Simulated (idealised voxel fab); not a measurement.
process module | voxel released beams
cross-section cut | 235 nm wide | cells 5 nm
A cross-section is a grid of square cells, given in bands from the top down. A band is one or more rows of cells.
Each band's line starts with the height of the band's top and of its bottom, in nm. Then come its materials from left to right, each with its width in nm. One material with "throughout" fills the band from edge to edge. "air" is empty space.
Height 0 is the level under which the wafer as received is all one material. The lowest band goes on downwards, as in "0 down".
A width such as "30 to 40" changes by the same amount from each row of cells to the next, from the band's top row to its bottom row.
"no change" after a step means that no cell of the cross-section changed.
closed voids: empty space of 8 cells or more with no open way to the top, each as width x height at its distance from the left edge, in nm
after a step's settings: what the simulator itself notes on the step
overlay nm, on a step with a mask: how far to the right of its planned place the mask lay; to the left if negative
plan
1 op RECEIVE | material Si
2 op CONFORMAL_DEP | material Al2O3 | thk nm 5
3 op DIRECTIONAL_DEP | material SiO2 | thk nm 10
4 op DIRECTIONAL_DEP | material aC | thk nm 10
5 op PATTERN | tone open | mask id ANCHOR | material resist | width nm 35 | thk nm 30 | overlay nm 0
6 op DIRECTIONAL_ETCH | etch materials aC | depth nm 10
7 op STRIP | etch materials resist
8 op DIRECTIONAL_ETCH | etch materials SiO2 | depth nm 10
9 op STRIP | etch materials aC
10 op CONFORMAL_DEP | material SiN | thk nm 15
11 op PATTERN | tone cover | mask id BEAM | material resist | width nm 120 | thk nm 15 | overlay nm 0
12 op DIRECTIONAL_ETCH | etch materials SiN | depth nm 15
13 op STRIP | etch materials resist
14 op STRIP | etch materials SiO2
as received, after step 1
  0 down: Si throughout
  closed voids: none
a wafer at the end: this start, this plan, one mistake
  30 to 20: air 45 | SiN 30 | air 5 | SiN 85 | air 70
  20 to 15: air 45 | SiN 120 | air 70
  15 to 5: air 60 | SiN 35 | air 140
  5 to 0: Al2O3 throughout
  0 down: Si throughout
  closed voids: none
what went wrong: step 11 ran as: op PATTERN | tone cover | mask id BEAM | material resist | width nm 120 | thk nm 15 | overlay nm -10
